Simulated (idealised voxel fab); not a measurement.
Presented below is a process module, voxel double patterning.
Section cut is 255 nm wide and gridded with 5 nm square cells.
The cross-sections in this document take the form of a grid made of square cells. They are written out as bands, in order from top to bottom. Each band consists of one or more rows of cells.
The band entry comprises the height of the band's top followed by the height of its bottom, expressed in nm, and subsequently the band's materials from left to right, each stated together with its width in nm. Where a single material is marked with the word "full width", that material fills the band from edge to edge. The word "blank" represents empty space.
Note: height 0 marks the level under which the wafer is uniformly one material as received. Lowest band unbounded below, written "0..down".
Width: "30->40" (first number = top row, second number = bottom row, same change from row to row of cells).
For the purposes of this document, the phrase "changes: none" attached to a step denotes that no cell within the cross-section was modified by that step.
You'll see "Enclosed void listing" listing empty spaces that have no way open to the top, as long as they're 8 cells or more; the notation is width x height at distance, where the distance is from the left edge, and all of it is in nm.
On each step's line, the part that comes after the settings is the simulator's own comment on the step.
overlay nm: on a step with a mask, how far right of its planned place the mask lay; negative means left.
Pairs follow: section before one process step, section after it down to the lowest changed band, step with settings underneath. Pairs may come from different runs of this module on the same starting wafer; continuity with the pair above only as stated in the "Before the step" entry.
-- Before the step
> 25..15: SiCN full width
> 15..5: SiO2 full width
> 5..0: SiN full width
> 0..down: Si full width
> Enclosed void listing: none
-- Step Outcome
> 25..15: blank 70 nm | SiCN 15 nm | blank 35 nm | SiCN 15 nm | blank 35 nm | SiCN 15 nm | blank 70 nm
> Rest of section, below 15: as before.
> Enclosed void listing: none
Applied between the two views above: MASKED_ETCH, tone cover, mask id FIRST, width nm 15, pitch nm 50, etch materials SiCN, depth nm 10, overlay nm 0
Before the step: equal to the after panel directly above.
-- Step Outcome
> 35..25: blank 70 nm | aC 15 nm | blank 35 nm | aC 15 nm | blank 35 nm | aC 15 nm | blank 70 nm
> 25..15: aC 70 nm | SiCN 15 nm | aC 35 nm | SiCN 15 nm | aC 35 nm | SiCN 15 nm | aC 70 nm
> Rest of section, below 15: as before.
> Enclosed void listing: none
Applied between the two views above: DIRECTIONAL_DEP, material aC, thk nm 10
Before the step: equal to the after panel directly above.
-- Step Outcome
> 60..35: resist 95 nm | blank 15 nm | resist 35 nm | blank 15 nm | resist 95 nm
> 35..25: resist 70 nm | aC 15 nm | resist 10 nm | blank 15 nm | resist 10 nm | aC 15 nm | resist 10 nm | blank 15 nm | resist 10 nm | aC 15 nm | resist 70 nm
> Rest of section, below 25: as before.
> Enclosed void listing: none
Applied between the two views above: PATTERN, tone open, mask id SECOND, material resist, width nm 15, pitch nm 50, thk nm 25, overlay nm 0
Before the step: equal to the after panel directly above.
-- Step Outcome
> 50..35: resist 95 nm | blank 15 nm | resist 35 nm | blank 15 nm | resist 95 nm
> 35..25: resist 70 nm | aC 15 nm | resist 10 nm | blank 15 nm | resist 10 nm | aC 15 nm | resist 10 nm | blank 15 nm | resist 10 nm | aC 15 nm | resist 70 nm
> 25..15: aC 70 nm | SiCN 15 nm | aC 10 nm | blank 15 nm | aC 10 nm | SiCN 15 nm | aC 10 nm | blank 15 nm | aC 10 nm | SiCN 15 nm | aC 70 nm
> Rest of section, below 15: as before.
> Enclosed void listing: none
Applied between the two views above: DIRECTIONAL_ETCH, etch materials aC, depth nm 10
Before the step: equal to the after panel directly above.
-- Step Outcome
> 35..25: blank 70 nm | aC 15 nm | blank 35 nm | aC 15 nm | blank 35 nm | aC 15 nm | blank 70 nm
> Rest of section, below 25: as before.
> Enclosed void listing: none
Applied between the two views above: STRIP, etch materials resist
Before the step: equal to the after panel directly above.
-- Step Outcome
> 25..15: blank 70 nm | SiCN 15 nm | blank 35 nm | SiCN 15 nm | blank 35 nm | SiCN 15 nm | blank 70 nm
> Rest of section, below 15: as before.
> Enclosed void listing: none
Applied between the two views above: STRIP, etch materials aC
Before the step: equal to the after panel directly above.
-- Step Outcome
> 25..15: blank 70 nm | SiCN 15 nm | blank 35 nm | SiCN 15 nm | blank 35 nm | SiCN 15 nm | blank 70 nm
> 15..5: blank 70 nm | SiO2 15 nm | blank 35 nm | SiO2 15 nm | blank 35 nm | SiO2 15 nm | blank 70 nm
> Rest of section, below 5: as before.
> Enclosed void listing: none
Applied between the two views above: DIRECTIONAL_ETCH, etch materials SiO2, depth nm 10
Before the step: equal to the after panel directly above.
-- Step Outcome
> 15..5: blank 70 nm | SiO2 15 nm | blank 35 nm | SiO2 15 nm | blank 35 nm | SiO2 15 nm | blank 70 nm
> Rest of section, below 5: as before.
> Enclosed void listing: none
Applied between the two views above: STRIP, etch materials SiCN
